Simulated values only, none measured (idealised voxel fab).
process module | voxel double patterning
cross-section cut | 295 nm wide | cells 5 nm
A cross-section is a grid of square cells, given in bands from the top down. A band is one or more rows of cells.
Each band's line starts with the height of the band's top and of its bottom, in nm. Then come its materials from left to right, each with its width in nm. One material with "throughout" fills the band from edge to edge. "air" is empty space.
Height 0 is the level under which the wafer as received is all one material. The lowest band goes on downwards, as in "0 down".
A width such as "30 to 40" changes by the same amount from each row of cells to the next, from the band's top row to its bottom row.
"no change" after a step means that no cell of the cross-section changed.
closed voids: empty space of 8 cells or more with no open way to the top, each as width x height at its distance from the left edge, in nm
after a step's settings: what the simulator itself notes on the step
overlay nm, on a step with a mask: how far to the right of its planned place the mask lay; to the left if negative
plan
1 op RECEIVE | material Si
2 op CONFORMAL_DEP | material SiN | thk nm 10
3 op DIRECTIONAL_DEP | material SiO2 | thk nm 20
4 op DIRECTIONAL_DEP | material SiCN | thk nm 10
5 op PATTERN | tone open | mask id FIRST | material resist | width nm 15 | pitch nm 50 | thk nm 15 | overlay nm 0
6 op DIRECTIONAL_ETCH | etch materials SiCN | depth nm 10
7 op STRIP | etch materials resist
8 op DIRECTIONAL_DEP | material aC | thk nm 15
9 op PATTERN | tone open | mask id SECOND | material resist | width nm 15 | thk nm 35 | overlay nm 0
10 op DIRECTIONAL_ETCH | etch materials aC | depth nm 15
11 op STRIP | etch materials resist
12 op DIRECTIONAL_ETCH | etch materials SiCN | depth nm 10
13 op STRIP | etch materials aC
14 op DIRECTIONAL_ETCH | etch materials SiO2 | depth nm 20
15 op STRIP | etch materials SiCN
as received, after step 1
  0 down: Si throughout
  closed voids: none
a wafer at the end: this start, this plan, one mistake
  30 to 20: SiN throughout
  20 to 0: SiO2 throughout
  0 down: Si throughout
  closed voids: none
what went wrong: steps 2 and 3 were swapped
